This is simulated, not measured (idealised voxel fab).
process module | voxel ribs on slabs
cross-section cut | 200 nm wide | cells 5 nm
A cross-section is a grid of square cells, given in bands from the top down. A band is one or more rows of cells.
Each band's line starts with the height of the band's top and of its bottom, in nm. Then come its materials from left to right, each with its width in nm. One material with "throughout" fills the band from edge to edge. "air" is empty space.
Height 0 is the level under which the wafer as received is all one material. The lowest band goes on downwards, as in "0 down".
A width such as "30 to 40" changes by the same amount from each row of cells to the next, from the band's top row to its bottom row.
"no change" after a step means that no cell of the cross-section changed.
closed voids: empty space of 8 cells or more with no open way to the top, each as width x height at its distance from the left edge, in nm
after a step's settings: what the simulator itself notes on the step
overlay nm, on a step with a mask: how far to the right of its planned place the mask lay; to the left if negative
plan
1 op RECEIVE | material Si
2 op DIRECTIONAL_DEP | material SiO2 | thk nm 25
3 op DIRECTIONAL_DEP | material SiN | thk nm 20
4 op DIRECTIONAL_DEP | material aC | thk nm 10
5 op PATTERN | tone cover | mask id RIB | material resist | width nm 20 | thk nm 30 | overlay nm 0
6 op DIRECTIONAL_ETCH | etch materials aC | depth nm 10
7 op STRIP | etch materials resist
8 op DIRECTIONAL_ETCH | etch materials SiN | depth nm 10
9 op STRIP | etch materials aC
10 op PATTERN | tone cover | mask id SLAB | material resist | width nm 80 | thk nm 15 | overlay nm 0
11 op DIRECTIONAL_ETCH | etch materials SiN | depth nm 10
12 op STRIP | etch materials resist
13 op FILL_DEP | material SiO2 | thk nm 25
14 op CMP | height nm 65
15 op DIRECTIONAL_DEP | material W | thk nm 10
16 op PATTERN | tone cover | mask id HEATER | material resist | width nm 30 | thk nm 20 | overlay nm 0
17 op DIRECTIONAL_ETCH | etch materials W | depth nm 10
18 op STRIP | etch materials resist
19 op CONFORMAL_DEP | material SiN | thk nm 5
as received, after step 1
  0 down: Si throughout
  closed voids: none
a wafer at the end: this start, this plan, one mistake
  80 to 75: air 80 | SiN 40 | air 80
  75 to 70: air 80 | SiN 5 | W 30 | SiN 5 | air 80
  70 to 65: SiN 85 | W 30 | SiN 85
  65 to 55: SiO2 90 | SiN 20 | SiO2 90
  55 to 45: SiO2 60 | SiN 80 | SiO2 60
  45 to 25: SiN throughout
  25 to 0: SiO2 throughout
  0 down: Si throughout
  closed voids: none
what went wrong: step 3 was run twice
